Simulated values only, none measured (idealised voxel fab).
The process module that follows is named voxel spacer lines.
Section shown: cut. Width: 165 nm. Cell size: 5 nm, square.
A cross-section in this document is a grid of square cells, and it is written down as bands, the top band listed before the ones below it; a band is made up of one or more rows of cells. Top height, bottom height, nm. Materials left to right, width each, nm. Single material + "all across" = fills band edge to edge. "empty" = empty. Convention: height 0 is the level below which the wafer, as received, is all one material. The lowest band does not terminate at the bottom but continues downward, represented as "z 0 and below". So if you see something like "30..40" for the width, read it as the top row of the band sitting at the first number and the bottom row at the second, with every row in between moving by the same amount as the last. No cell of the cross-section changed in a step that is given as "nothing was modified". What "Enclosed void listing" gives you is every empty space of 8 cells or more that is cut off from the top. Each appears as width x height at distance, with the distance taken from the left edge and width, height and distance all in nm. Anything after a step's settings on that line? It's the simulator's own note about the step. What "overlay nm" on a step's line means: if the step has a mask, that mask lay this far to the right of its planned place, or, when the value is negative, to the left.
THE STEPS PLANNED FOR THE PROCESS ARE AS FOLLOWS
1. RECEIVE (material Si)
2. CONFORMAL_DEP (material SiO2; thk nm 5)
3. DIRECTIONAL_DEP (material W; thk nm 20)
4. DIRECTIONAL_DEP (material polySi; thk nm 30)
5. PATTERN (tone cover; mask id MANDREL; material resist; width nm 15; pitch nm 60; thk nm 40; overlay nm 0)
6. DIRECTIONAL_ETCH (etch materials polySi; depth nm 30)
7. STRIP (etch materials resist)
8. CONFORMAL_DEP (material SiN; thk nm 10)
9. DIRECTIONAL_ETCH (etch materials SiN; depth nm 10)
10. STRIP (etch materials polySi)
11. DIRECTIONAL_ETCH (etch materials W; depth nm 20)
12. STRIP (etch materials SiN)
Don't read the plan's width nm for step 5 as applying to every wafer: that's the first wafer's value, and the wafers differ in it, though they all start identical.
RECEIVED WAFERS, FIRST OF SEVERAL: CROSS-SECTION AFTER STEP 1
- z 0 and below | Si all across
- Enclosed void listing: none
TAKE ANY ROW AND YOU HAVE A WAFER AT THE END OF THE MODULE: HOW MANY CELLS OF EACH MATERIAL IT HAS GAINED (+) OR LOST (-) SINCE IT WAS RECEIVED, AND THEN ITS CLOSED VOIDS
width nm 15 | +33 SiO2 | +32 W | Enclosed void listing: none
width nm 20 | +33 SiO2 | +32 W | Enclosed void listing: none
width nm 25 | +33 SiO2 | +32 W | Enclosed void listing: none
width nm 30 | +33 SiO2 | +32 W | Enclosed void listing: none
width nm 35 | +33 SiO2 | +32 W | Enclosed void listing: none
